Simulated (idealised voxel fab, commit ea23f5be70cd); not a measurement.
The name of this process module is voxel wiring stack.
Square cell edge 5 nm, section width 260 nm, ID cut.
Cross-section = grid of square cells, listed top down in bands; band = one or more rows.
For a band, the entry starts with two heights in nm, that of the top and then that of the bottom, and carries on with the band's materials in order from left to right, each alongside its width in nm; the word "everywhere" beside a single material means it fills the band edge to edge, and "air" means empty space.
Convention: height 0 is the level below which the wafer, as received, is all one material. The lowest band does not terminate at the bottom but continues downward, represented as "0 and below".
A width given as "30 to 40" starts at the first number in the band's top row and ends at the second number in its bottom row, shifting by an equal amount at every step from row to row.
The designation "stayed the same", where it is given for a processing step, indicates that no cell of the cross-section was altered in the course of that step.
Under "Enclosed void list" you'll find the enclosed gaps, the ones with no way out to the top, that are 8 cells or bigger; each reads width x height at distance, with distance counted from the left edge, everything in nm.
Past the settings on a step's line: simulator remark, on that step.
You can add "overlay nm" to a step's line. For a step with a mask, it describes how far the mask lay to the right of its planned position, and a negative number describes a lay to the left.

-- Intended process steps
1 RECEIVE (material Si)
2 CONFORMAL_DEP (material SiO2; thk nm 15)
3 DIRECTIONAL_DEP (material TiN; thk nm 5)
4 DIRECTIONAL_DEP (material Ru; thk nm 15)
5 PATTERN (tone cover; mask id METAL_1; material resist; width nm 20; pitch nm 45; thk nm 20; overlay nm 0)
6 DIRECTIONAL_ETCH (etch materials Ru; depth nm 15)
7 DIRECTIONAL_ETCH (etch materials TiN; depth nm 5)
8 STRIP (etch materials resist)
9 CONFORMAL_DEP (material SiN; thk nm 5)
10 FILL_DEP (material SiO2; thk nm 10)
11 CMP (height nm 35)
12 CONFORMAL_DEP (material SiCN; thk nm 5)
13 DIRECTIONAL_DEP (material SiO2; thk nm 30)
14 MASKED_ETCH (tone open; mask id METAL_2_HOLES; width nm 15; pitch nm 45; etch materials SiO2; depth nm 30; overlay nm 0)
15 MASKED_ETCH (tone open; mask id METAL_2; width nm 20; pitch nm 45; etch materials SiO2; depth nm 15; overlay nm 0)
16 MASKED_ETCH (tone open; mask id METAL_2; width nm 20; pitch nm 45; etch materials SiCN; depth nm 5; overlay nm 0)
17 CONFORMAL_DEP (material TiN; thk nm 5)
18 FILL_DEP (material Ru; thk nm 10)
19 CMP (height nm 70)
20 CONFORMAL_DEP (material SiCN; thk nm 5)

-- Cross-section: wafer on arrival = after step 1
* 0 and below: Si everywhere
* Enclosed void list: none

-- Run as planned - first of the two wafers cross-sectioned at the end of the module
* 75 down to 70: SiCN everywhere
* 70 down to 60: 50 SiO2  5 TiN  10 Ru  5 TiN  25 SiO2  5 TiN  10 Ru  5 TiN  25 SiO2  5 TiN  10 Ru  5 TiN  25 SiO2  5 TiN  10 Ru  5 TiN  55 SiO2
* 60 down to 55: 50 SiO2  5 TiN  5 Ru  10 TiN  25 SiO2  5 TiN  5 Ru  10 TiN  25 SiO2  5 TiN  5 Ru  10 TiN  25 SiO2  5 TiN  5 Ru  10 TiN  55 SiO2
* 55 down to 40: 50 SiO2  5 TiN  5 Ru  5 TiN  30 SiO2  5 TiN  5 Ru  5 TiN  30 SiO2  5 TiN  5 Ru  5 TiN  30 SiO2  5 TiN  5 Ru  5 TiN  60 SiO2
* 40 down to 35: 50 SiCN  15 TiN  30 SiCN  15 TiN  30 SiCN  15 TiN  30 SiCN  15 TiN  60 SiCN
* 35 down to 20: 45 SiO2  5 SiN  20 Ru  5 SiN  15 SiO2  5 SiN  20 Ru  5 SiN  15 SiO2  5 SiN  20 Ru  5 SiN  15 SiO2  5 SiN  20 Ru  5 SiN  50 SiO2
* 20 down to 15: 50 SiN  20 TiN  25 SiN  20 TiN  25 SiN  20 TiN  25 SiN  20 TiN  55 SiN
* 15 down to 0: SiO2 everywhere
* 0 and below: Si everywhere
* Enclosed void list: none

-- Cross-section, wafer two of two, end of module: same start and plan as wafer one, one error in execution
* 75 down to 70: SiCN everywhere
* 70 down to 60: 50 SiO2  5 TiN  10 Ru  5 TiN  25 SiO2  5 TiN  10 Ru  5 TiN  25 SiO2  5 TiN  10 Ru  5 TiN  25 SiO2  5 TiN  10 Ru  5 TiN  55 SiO2
* 60 down to 55: 50 SiO2  5 TiN  5 Ru  10 TiN  25 SiO2  5 TiN  5 Ru  10 TiN  25 SiO2  5 TiN  5 Ru  10 TiN  25 SiO2  5 TiN  5 Ru  10 TiN  55 SiO2
* 55 down to 40: 50 SiO2  5 TiN  5 Ru  5 TiN  30 SiO2  5 TiN  5 Ru  5 TiN  30 SiO2  5 TiN  5 Ru  5 TiN  30 SiO2  5 TiN  5 Ru  5 TiN  60 SiO2
* 40 down to 35: 50 SiCN  15 TiN  30 SiCN  15 TiN  30 SiCN  15 TiN  30 SiCN  15 TiN  60 SiCN
* 35 down to 30: SiO2 everywhere
* 30 down to 25: 45 SiO2  30 SiN  15 SiO2  30 SiN  15 SiO2  30 SiN  15 SiO2  30 SiN  50 SiO2
* 25 down to 20: 45 SiO2  5 SiN  20 Ru  5 SiN  15 SiO2  5 SiN  20 Ru  5 SiN  15 SiO2  5 SiN  20 Ru  5 SiN  15 SiO2  5 SiN  20 Ru  5 SiN  50 SiO2
* 20 down to 15: 50 SiN  20 TiN  25 SiN  20 TiN  25 SiN  20 TiN  25 SiN  20 TiN  55 SiN
* 15 down to 0: SiO2 everywhere
* 0 and below: Si everywhere
* Enclosed void list: none
Where did the run depart from the plan? so step 4 ended up running with a different setting than we planned, it ran as DIRECTIONAL_DEP (material Ru; thk nm 5)
The final cell counts differ between the wafers, with the second having more or fewer of some materials than the first: -32 Ru | +8 SiN | +24 SiO2
